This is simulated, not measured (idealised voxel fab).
A process module follows: voxel capacitor over wiring.
Shown is cross-section cut, with a width of 180 nm and square cells of size 5 nm.
Cross-section, as written here: a square-cell grid given band by band from the top down, where a band holds one or more rows of cells. The band entry comprises the height of the band's top followed by the height of its bottom, expressed in nm, and subsequently the band's materials from left to right, each stated together with its width in nm. Where a single material is marked with the word "throughout", that material fills the band from edge to edge. The word "empty" represents empty space. The reference from which all heights are counted is 0, the level beneath which the as-received wafer is entirely one material; the lowest band, having no lower bound, proceeds downward and is written after the example "0 down". Width "30 to 40": first value at the band's top row of cells, second value at its bottom row, equal change from row to row. Key: "no modification" - step with no changed cell in the cross-section. So "Closed voids list" is basically the list of trapped voids: any empty space of 8 cells or more that can't reach the top through an opening. They're written width x height at distance, the distance being from the left edge, and it's all nm. after a step's settings: what the simulator itself notes on the step. overlay nm: mask offset rightward from planned place, masked step; negative means leftward offset.

### List of planned process steps
1. RECEIVE [material Si]
2. CONFORMAL_DEP [material SiO2] [thk nm 15]
3. CONFORMAL_DEP [material SiCN] [thk nm 5]
4. DIRECTIONAL_DEP [material SiO2] [thk nm 25]
5. MASKED_ETCH [tone open] [mask id METAL_1] [width nm 25] [pitch nm 75] [etch materials SiO2] [depth nm 25] [overlay nm 0]
6. MASKED_ETCH [tone open] [mask id METAL_1] [width nm 25] [pitch nm 75] [etch materials SiCN] [depth nm 5] [overlay nm 0]
7. CONFORMAL_DEP [material TiN] [thk nm 5]
8. FILL_DEP [material W] [thk nm 10]
9. CMP [height nm 45]
10. CONFORMAL_DEP [material SiCN] [thk nm 5]
11. DIRECTIONAL_DEP [material SiO2] [thk nm 20]
12. MASKED_ETCH [tone open] [mask id PLUG_1] [width nm 15] [etch materials SiO2] [depth nm 20] [overlay nm 0]
13. MASKED_ETCH [tone open] [mask id PLUG_1] [width nm 15] [etch materials SiCN] [depth nm 5] [overlay nm 0]
14. EPI [material Ru] [thk nm 10]
15. EPI [material Ru] [thk nm 10]
16. EPI [material Ru] [thk nm 5]
17. DIRECTIONAL_DEP [material TiN] [thk nm 10]
18. DIRECTIONAL_DEP [material SiN] [thk nm 5]
19. DIRECTIONAL_DEP [material TiN] [thk nm 10]
20. MASKED_ETCH [tone cover] [mask id UPPER_PLATE] [width nm 55] [etch materials TiN] [depth nm 10] [overlay nm 0]
21. MASKED_ETCH [tone cover] [mask id UPPER_PLATE] [width nm 55] [etch materials SiN] [depth nm 5] [overlay nm 0]
22. PATTERN [tone cover] [mask id LOWER_PLATE] [material resist] [width nm 65] [thk nm 20] [overlay nm 0]
23. DIRECTIONAL_ETCH [etch materials TiN] [depth nm 10]
24. STRIP [etch materials resist]
25. FILL_DEP [material SiO2] [thk nm 15]
26. CMP [height nm 105]
27. MASKED_ETCH [tone open] [mask id PLUG_2] [width nm 15] [etch materials SiO2] [depth nm 10] [overlay nm 0]
28. CONFORMAL_DEP [material TiN] [thk nm 5]
29. FILL_DEP [material Cu] [thk nm 10]
30. CMP [height nm 105]
31. CONFORMAL_DEP [material SiN] [thk nm 5]

### Wafer as received: cross-section following step 1
- 0 down | Si throughout
- Closed voids list: none

### Final wafer profile in cross-section after the module, from the same start and plan as above, with one mistake made during processing
- 110 to 105 | SiN throughout
- 105 to 100 | SiO2 50 nm, TiN 55 nm, SiO2 75 nm
- 100 to 95 | SiO2 50 nm, SiN 55 nm, SiO2 75 nm
- 95 to 85 | SiO2 45 nm, TiN 65 nm, SiO2 70 nm
- 85 to 65 | SiO2 50 nm, Ru 15 nm, SiO2 115 nm
- 65 to 60 | SiCN 50 nm, Ru 15 nm, SiCN 115 nm
- 60 to 50 | W throughout
- 50 to 45 | TiN 45 nm, W 15 nm, TiN 60 nm, W 15 nm, TiN 45 nm
- 45 to 20 | SiO2 40 nm, TiN 5 nm, W 15 nm, TiN 5 nm, SiO2 50 nm, TiN 5 nm, W 15 nm, TiN 5 nm, SiO2 40 nm
- 20 to 15 | SiCN 40 nm, TiN 25 nm, SiCN 50 nm, TiN 25 nm, SiCN 40 nm
- 15 to 0 | SiO2 throughout
- 0 down | Si throughout
- Closed voids list: none
Error vs. plan: the plan's step 9 went unexecuted, having been skipped
